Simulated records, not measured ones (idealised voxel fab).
The document below concerns the process module designated voxel self aligned vias.
This is section cut - it's 235 nm across, gridded in 5 nm square cells.
Format of a cross-section: grid, square cells. Given as bands. Order: top down. Band: one or more rows of cells.
Top height, bottom height, nm. Materials left to right, width each, nm. Single material + "throughout" = fills band edge to edge. "air" = empty.
Basically, 0 is our baseline, since under it the wafer straight out of the box is all one material. The bottom band has no lower end and keeps on going down, so it looks like "0 nm and below".
Note: "30->40" means the width goes from the first number (top row of the band) to the second number (bottom row) in equal steps per row of cells.
Key: "stayed the same" - step with no changed cell in the cross-section.
"Closed void entries" - sealed voids, min. 8 cells, no opening to top; format: width x height at distance (distance from left edge; nm throughout).
Past the settings on a step's line: simulator remark, on that step.
For masked steps, "overlay nm" on the step line gives how far right of plan the mask actually lay; a minus sign means it lay to the left.

The planned process steps are enumerated hereunder
1: RECEIVE [material Si]
2: CONFORMAL_DEP [material SiO2] [thk nm 10]
3: CONFORMAL_DEP [material SiCN] [thk nm 5]
4: DIRECTIONAL_DEP [material lowk] [thk nm 20]
5: MASKED_ETCH [tone open] [mask id LINES] [width nm 30] [pitch nm 70] [etch materials lowk] [depth nm 20] [overlay nm 0]
6: CONFORMAL_DEP [material TiN] [thk nm 5]
7: FILL_DEP [material W] [thk nm 10]
8: CMP [height nm 35]
9: SELECTIVE_ETCH [etch materials W Ru TiN] [depth nm 5]
10: FILL_DEP [material SiN] [thk nm 5]
11: CMP [height nm 35]
12: DIRECTIONAL_DEP [material lowk] [thk nm 15]
13: PATTERN [tone open] [mask id VIAS] [material resist] [width nm 50] [thk nm 20] [overlay nm 0]
14: DIRECTIONAL_ETCH [etch materials lowk] [depth nm 15]
15: DIRECTIONAL_ETCH [etch materials SiN] [depth nm 5]
16: STRIP [etch materials resist]
17: CONFORMAL_DEP [material TiN] [thk nm 5]
18: FILL_DEP [material Cu] [thk nm 5]
19: CMP [height nm 50]
20: CONFORMAL_DEP [material SiCN] [thk nm 5]

Incoming wafer, cross-sectional view, post step 1
> 0 nm and below | Si throughout
> Closed void entries: none

One mistake in running the module, otherwise start and plan as above: cross-section at the end
> 55 nm to 50 nm | SiCN throughout
> 50 nm to 40 nm | 55 of lowk  5 of TiN  40 of Cu  5 of TiN  130 of lowk
> 40 nm to 35 nm | 55 of lowk  20 of TiN  20 of Cu  10 of TiN  130 of lowk
> 35 nm to 30 nm | 70 of lowk  30 of TiN  40 of lowk  30 of SiN  65 of lowk
> 30 nm to 20 nm | 70 of lowk  5 of TiN  20 of W  5 of TiN  40 of lowk  5 of TiN  20 of W  5 of TiN  65 of lowk
> 20 nm to 15 nm | 70 of lowk  30 of TiN  40 of lowk  30 of TiN  65 of lowk
> 15 nm to 10 nm | SiCN throughout
> 10 nm to 0 nm | SiO2 throughout
> 0 nm and below | Si throughout
> Closed void entries: none
The plan and the run diverged here: for step 5, the planned setting was not used; the step was instead run as MASKED_ETCH [tone open] [mask id LINES] [width nm 30] [pitch nm 70] [etch materials lowk] [depth nm 20] [overlay nm 5]
